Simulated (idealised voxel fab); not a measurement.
Presented below is a process module, voxel self aligned contacts.
For reference, the cross-section in this document is cut, with width 155 nm and square cells of 5 nm.
This document writes a cross-section as a grid whose cells are square, and gives it as bands, listed from the top down; one or more rows of cells form a band. A band entry consists of two parts. The first gives the height of the band's top and the height of its bottom, in nm. The rest lists the band's materials from left to right, each with its width in nm. A single material labelled with the word "full width" fills the band from edge to edge, and the word "empty" marks empty space. Basically, 0 is our baseline, since under it the wafer straight out of the box is all one material. The bottom band has no lower end and keeps on going down, so it looks like "z 0 and below". Note: "30->40" means the width goes from the first number (top row of the band) to the second number (bottom row) in equal steps per row of cells. Reading "changes: none" for a step: not a cell of the cross-section changed in it. "closed voids" enumerates empty spaces isolated from the top, with no open way to it, that contain at least 8 cells, giving each as width x height at distance from the left edge, all three in nm. Post-settings text on a step line: simulator's own remark regarding the step. "overlay nm", when on a step's line for a step with a mask, measures how far to the right of its planned place the mask lay; a negative measure means to the left.

Intended process steps:
| 1 | RECEIVE: material Si |
| 2 | CONFORMAL_DEP: material SiO2, thk nm 5 |
| 3 | DIRECTIONAL_DEP: material polySi, thk nm 20 |
| 4 | DIRECTIONAL_DEP: material SiN, thk nm 15 |
| 5 | PATTERN: tone cover, mask id GATE, material resist, width nm 30, pitch nm 55, thk nm 20, overlay nm 0 |
| 6 | DIRECTIONAL_ETCH: etch materials SiN, depth nm 15 |
| 7 | DIRECTIONAL_ETCH: etch materials polySi, depth nm 20 |
| 8 | STRIP: etch materials resist |
| 9 | CONFORMAL_DEP: material SiN, thk nm 5 |
| 10 | DIRECTIONAL_ETCH: etch materials SiN, depth nm 5 |
| 11 | FILL_DEP: material SiO2, thk nm 10 |
| 12 | CMP: height nm 45 |
| 13 | DIRECTIONAL_DEP: material aC, thk nm 10 |
| 14 | PATTERN: tone open, mask id CONTACT, material resist, width nm 35, thk nm 30, overlay nm 0 |
| 15 | DIRECTIONAL_ETCH: etch materials aC, depth nm 10 |
| 16 | STRIP: etch materials resist |
| 17 | DIRECTIONAL_ETCH: etch materials SiO2, depth nm 45 |
| 18 | STRIP: etch materials aC |
| 19 | CONFORMAL_DEP: material TiN, thk nm 5 |
| 20 | FILL_DEP: material W, thk nm 10 |
| 21 | CMP: height nm 45 |
| 22 | CONFORMAL_DEP: material SiCN, thk nm 5 |

This is the cross-section of the wafer as we received it, i.e. after step 1:
  z 0 and below: Si full width
  closed voids: none

The first of two wafers, cross-sectioned at the end of the module, with the run proceeding as planned:
  z 50 to 45: SiCN full width
  z 45 to 40: 60 SiO2, 15 TiN, 5 W, 15 TiN, 60 SiO2
  z 40 to 25: 30 SiO2, 40 SiN, 5 TiN, 5 W, 5 TiN, 40 SiN, 30 SiO2
  z 25 to 5: 30 SiO2, 5 SiN, 30 polySi, 5 SiN, 5 TiN, 5 W, 5 TiN, 5 SiN, 30 polySi, 5 SiN, 30 SiO2
  z 5 to 0: 70 SiO2, 15 TiN, 70 SiO2
  z 0 and below: Si full width
  closed voids: none

Second wafer at the end: like start, like plan, one mistake:
  z 50 to 45: SiCN full width
  z 45 to 40: 60 SiO2, 25 TiN, 5 W, 5 TiN, 60 SiO2
  z 40 to 25: 40 SiO2, 40 SiN, 5 TiN, 5 W, 5 TiN, 40 SiN, 20 SiO2
  z 25 to 5: 40 SiO2, 5 SiN, 30 polySi, 5 SiN, 5 TiN, 5 W, 5 TiN, 5 SiN, 30 polySi, 5 SiN, 20 SiO2
  z 5 to 0: 80 SiO2, 15 TiN, 60 SiO2
  z 0 and below: Si full width
  closed voids: none
Short version of what went wrong: planned and actual differ for step 5; actual: PATTERN: tone cover, mask id GATE, material resist, width nm 30, pitch nm 55, thk nm 20, overlay nm 10
Comparing end states, the material composition by cell count is preserved from the first wafer to the second, while the locations of the cells are not.
